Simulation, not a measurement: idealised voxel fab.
process module | voxel wiring stack
cross-section cut | 235 nm wide | cells 5 nm
A cross-section is a grid of square cells, given in bands from the top down. A band is one or more rows of cells.
Each band's line starts with the height of the band's top and of its bottom, in nm. Then come its materials from left to right, each with its width in nm. One material with "throughout" fills the band from edge to edge. "air" is empty space.
Height 0 is the level under which the wafer as received is all one material. The lowest band goes on downwards, as in "0 down".
A width such as "30 to 40" changes by the same amount from each row of cells to the next, from the band's top row to its bottom row.
"no change" after a step means that no cell of the cross-section changed.
closed voids: empty space of 8 cells or more with no open way to the top, each as width x height at its distance from the left edge, in nm
after a step's settings: what the simulator itself notes on the step
overlay nm, on a step with a mask: how far to the right of its planned place the mask lay; to the left if negative
plan
1 op RECEIVE | material Si
2 op CONFORMAL_DEP | material SiO2 | thk nm 15
3 op DIRECTIONAL_DEP | material TiN | thk nm 5
4 op DIRECTIONAL_DEP | material W | thk nm 20
5 op DIRECTIONAL_DEP | material aC | thk nm 15
6 op PATTERN | tone cover | mask id METAL_1 | material resist | width nm 30 | pitch nm 60 | thk nm 30 | overlay nm 0
7 op DIRECTIONAL_ETCH | etch materials aC | depth nm 15
8 op STRIP | etch materials resist
9 op DIRECTIONAL_ETCH | etch materials W | depth nm 20
10 op DIRECTIONAL_ETCH | etch materials TiN | depth nm 5
11 op STRIP | etch materials aC
12 op CONFORMAL_DEP | material SiCN | thk nm 5
13 op FILL_DEP | material lowk | thk nm 10
14 op CMP | height nm 40
15 op CONFORMAL_DEP | material SiCN | thk nm 5
16 op DIRECTIONAL_DEP | material SiO2 | thk nm 20
17 op MASKED_ETCH | tone open | mask id PLUG_1 | width nm 15 | pitch nm 120 | etch materials SiO2 | depth nm 20 | overlay nm 0
18 op MASKED_ETCH | tone open | mask id PLUG_1 | width nm 15 | pitch nm 120 | etch materials SiCN | depth nm 5 | overlay nm 0
19 op CONFORMAL_DEP | material TiN | thk nm 5
20 op FILL_DEP | material W | thk nm 5
21 op CMP | height nm 65
22 op CONFORMAL_DEP | material SiCN | thk nm 5
23 op DIRECTIONAL_DEP | material SiO2 | thk nm 15
24 op PATTERN | tone open | mask id METAL_2 | material resist | width nm 30 | pitch nm 60 | thk nm 20 | overlay nm 0
25 op DIRECTIONAL_ETCH | etch materials SiO2 | depth nm 15
26 op DIRECTIONAL_ETCH | etch materials SiCN | depth nm 5
27 op STRIP | etch materials resist
28 op CONFORMAL_DEP | material TiN | thk nm 5
29 op FILL_DEP | material W | thk nm 5
30 op CMP | height nm 85
31 op CONFORMAL_DEP | material SiCN | thk nm 5
32 op DIRECTIONAL_DEP | material SiO2 | thk nm 10
33 op MASKED_ETCH | tone open | mask id PLUG_2 | width nm 15 | pitch nm 60 | etch materials SiO2 | depth nm 10 | overlay nm 0
34 op MASKED_ETCH | tone open | mask id PLUG_2 | width nm 15 | pitch nm 60 | etch materials SiCN | depth nm 5 | overlay nm 0
35 op CONFORMAL_DEP | material TiN | thk nm 5
36 op FILL_DEP | material W | thk nm 5
37 op CMP | height nm 100
38 op DIRECTIONAL_DEP | material TiN | thk nm 5
39 op DIRECTIONAL_DEP | material Ru | thk nm 25
40 op MASKED_ETCH | tone cover | mask id METAL_3 | width nm 30 | pitch nm 60 | etch materials Ru | depth nm 25 | overlay nm -15
41 op MASKED_ETCH | tone cover | mask id METAL_3 | width nm 30 | pitch nm 60 | etch materials TiN | depth nm 5 | overlay nm 0
42 op CONFORMAL_DEP | material SiN | thk nm 5
43 op FILL_DEP | material lowk | thk nm 5
44 op CMP | height nm 130
45 op CONFORMAL_DEP | material SiCN | thk nm 5
varied across the wafers: overlay nm of step 40. The plan shows the first wafer's value. All wafers start alike
first wafer as received, after step 1
  0 down: Si throughout
  closed voids: none
each wafer at the end: cells of each material gained (+) or lost (-) since it was received, then its closed voids
overlay nm -15 | +90 Ru | +208 SiCN | +59 SiN | +468 SiO2 | +124 TiN | +122 W | +198 lowk | closed voids: none
overlay nm -10 | +90 Ru | +208 SiCN | +59 SiN | +468 SiO2 | +121 TiN | +122 W | +201 lowk | closed voids: none
overlay nm -5 | +90 Ru | +208 SiCN | +59 SiN | +468 SiO2 | +118 TiN | +122 W | +204 lowk | closed voids: none
overlay nm 0 | +90 Ru | +208 SiCN | +59 SiN | +468 SiO2 | +115 TiN | +122 W | +207 lowk | closed voids: none
overlay nm 5 | +90 Ru | +208 SiCN | +59 SiN | +468 SiO2 | +118 TiN | +122 W | +204 lowk | closed voids: none
overlay nm 10 | +90 Ru | +208 SiCN | +59 SiN | +468 SiO2 | +121 TiN | +122 W | +201 lowk | closed voids: none
overlay nm 15 | +90 Ru | +208 SiCN | +59 SiN | +468 SiO2 | +124 TiN | +122 W | +198 lowk | closed voids: none
